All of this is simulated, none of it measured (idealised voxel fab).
process module | voxel ribs on slabs
cross-section cut | 270 nm wide | cells 5 nm
A cross-section is a grid of square cells, given in bands from the top down. A band is one or more rows of cells.
Each band's line starts with the height of the band's top and of its bottom, in nm. Then come its materials from left to right, each with its width in nm. One material with "throughout" fills the band from edge to edge. "air" is empty space.
Height 0 is the level under which the wafer as received is all one material. The lowest band goes on downwards, as in "0 down".
A width such as "30 to 40" changes by the same amount from each row of cells to the next, from the band's top row to its bottom row.
"no change" after a step means that no cell of the cross-section changed.
closed voids: empty space of 8 cells or more with no open way to the top, each as width x height at its distance from the left edge, in nm
after a step's settings: what the simulator itself notes on the step
overlay nm, on a step with a mask: how far to the right of its planned place the mask lay; to the left if negative
plan
1 op RECEIVE | material Si
2 op DIRECTIONAL_DEP | material SiO2 | thk nm 25
3 op DIRECTIONAL_DEP | material polySi | thk nm 25
4 op DIRECTIONAL_DEP | material aC | thk nm 15
5 op PATTERN | tone cover | mask id RIB | material resist | width nm 15 | thk nm 35 | overlay nm 0
6 op DIRECTIONAL_ETCH | etch materials aC | depth nm 15
7 op STRIP | etch materials resist
8 op DIRECTIONAL_ETCH | etch materials polySi | depth nm 15
9 op STRIP | etch materials aC
10 op PATTERN | tone cover | mask id SLAB | material resist | width nm 75 | thk nm 20 | overlay nm 0
11 op DIRECTIONAL_ETCH | etch materials polySi | depth nm 10
12 op STRIP | etch materials resist
13 op FILL_DEP | material SiO2 | thk nm 20
14 op CMP | height nm 60
15 op DIRECTIONAL_DEP | material W | thk nm 5
16 op DIRECTIONAL_DEP | material aC | thk nm 10
17 op PATTERN | tone cover | mask id HEATER | material resist | width nm 25 | thk nm 30 | overlay nm 0
18 op DIRECTIONAL_ETCH | etch materials aC | depth nm 10
19 op STRIP | etch materials resist
20 op DIRECTIONAL_ETCH | etch materials W | depth nm 5
21 op STRIP | etch materials aC
22 op CONFORMAL_DEP | material SiO2 | thk nm 5
as received, after step 1
  0 down: Si throughout
  closed voids: none
a wafer at the end: this start, this plan, one mistake
  70 to 65: air 115 | SiO2 35 | air 120
  65 to 60: SiO2 120 | W 25 | SiO2 125
  60 to 50: SiO2 throughout
  50 to 40: SiO2 95 | polySi 75 | SiO2 100
  40 to 25: aC throughout
  25 to 0: SiO2 throughout
  0 down: Si throughout
  closed voids: none
what went wrong: steps 3 and 4 were swapped
